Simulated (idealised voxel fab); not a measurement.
Proc. module: voxel capacitor over wiring
Shown is cross-section cut, with a width of 170 nm and square cells of size 5 nm.
Cross-section, as written here: a square-cell grid given band by band from the top down, where a band holds one or more rows of cells. Heads up on the band format: heights come first, top then bottom, in nm. After that it's the materials left to right, each with its width in nm. A single material flagged "everywhere" fills the whole band edge to edge, and "empty" means there's empty space there. The level at which height equals 0 is the one under which the wafer, as it arrives, is entirely one material. No lower edge exists for the bottom band, which continues downward and is notated as in "0 down". Width: "30 to 40" (first number = top row, second number = bottom row, same change from row to row of cells). The designation "changes: none", where it is given for a processing step, indicates that no cell of the cross-section was altered in the course of that step. The label "Enclosed void listing" introduces a list of the empty spaces, 8 cells or larger, that have no open way up to the top; each entry in it reads width x height at distance, where the distance is taken from the left edge and all three are stated in nm. Step line, after settings: the simulator's comment on this step. overlay nm: where the mask lay relative to plan, measured to the right, on steps with a mask; negatives go left.

**This section lists the process steps that were planned**
1: RECEIVE (material Si)
2: CONFORMAL_DEP (material SiO2; thk nm 15)
3: DIRECTIONAL_DEP (material TiN; thk nm 5)
4: DIRECTIONAL_DEP (material W; thk nm 20)
5: PATTERN (tone cover; mask id METAL_1; material resist; width nm 20; pitch nm 75; thk nm 15; overlay nm 0)
6: DIRECTIONAL_ETCH (etch materials W; depth nm 20)
7: DIRECTIONAL_ETCH (etch materials TiN; depth nm 5)
8: STRIP (etch materials resist)
9: CONFORMAL_DEP (material SiCN; thk nm 5)
10: FILL_DEP (material lowk; thk nm 10)
11: CMP (height nm 40)
12: CONFORMAL_DEP (material SiCN; thk nm 5)
13: DIRECTIONAL_DEP (material lowk; thk nm 20)
14: MASKED_ETCH (tone open; mask id PLUG_1; width nm 15; etch materials lowk; depth nm 20; overlay nm 0)
15: MASKED_ETCH (tone open; mask id PLUG_1; width nm 15; etch materials SiCN; depth nm 5; overlay nm 0)
16: EPI (material Ru; thk nm 10)
17: EPI (material Ru; thk nm 10)
18: EPI (material Ru; thk nm 5)
19: DIRECTIONAL_DEP (material TiN; thk nm 10)
20: DIRECTIONAL_DEP (material SiN; thk nm 5)
21: DIRECTIONAL_DEP (material TiN; thk nm 5)
22: DIRECTIONAL_DEP (material aC; thk nm 15)
23: PATTERN (tone cover; mask id UPPER_PLATE; material resist; width nm 60; thk nm 30; overlay nm 0)
24: DIRECTIONAL_ETCH (etch materials aC; depth nm 15)
25: STRIP (etch materials resist)
26: DIRECTIONAL_ETCH (etch materials TiN; depth nm 5)
27: DIRECTIONAL_ETCH (etch materials SiN; depth nm 5)
28: STRIP (etch materials aC)
29: DIRECTIONAL_DEP (material aC; thk nm 15)
30: PATTERN (tone cover; mask id LOWER_PLATE; material resist; width nm 70; thk nm 30; overlay nm 0)
31: DIRECTIONAL_ETCH (etch materials aC; depth nm 15)
32: STRIP (etch materials resist)
33: DIRECTIONAL_ETCH (etch materials TiN; depth nm 10)
34: STRIP (etch materials aC)
35: FILL_DEP (material SiO2; thk nm 20)
36: CMP (height nm 100)
37: MASKED_ETCH (tone open; mask id PLUG_2; width nm 15; etch materials SiO2; depth nm 15; overlay nm 0)
38: CONFORMAL_DEP (material TiN; thk nm 5)
39: FILL_DEP (material W; thk nm 5)
40: CMP (height nm 100)
41: CONFORMAL_DEP (material SiCN; thk nm 5)
All wafers enter the flow in the same state. The width nm at step 14 differs from wafer to wafer, and the plan gives the value for the first wafer.

**Cross-section of the first of several wafers as received (after step 1)**
	0 down: Si everywhere
	Enclosed void listing: none

**Wafer rows, end of module: cells per material gained (+) or lost (-) since receipt; closed voids last**
width nm 15; +15 Ru; +107 SiCN; +12 SiN; +279 SiO2; +55 TiN; +34 W; +212 lowk; Enclosed void listing: none
width nm 20; +19 Ru; +107 SiCN; +12 SiN; +279 SiO2; +55 TiN; +34 W; +208 lowk; Enclosed void listing: none
width nm 25; +23 Ru; +107 SiCN; +12 SiN; +279 SiO2; +55 TiN; +34 W; +204 lowk; Enclosed void listing: none
width nm 30; +27 Ru; +107 SiCN; +12 SiN; +279 SiO2; +55 TiN; +34 W; +200 lowk; Enclosed void listing: none
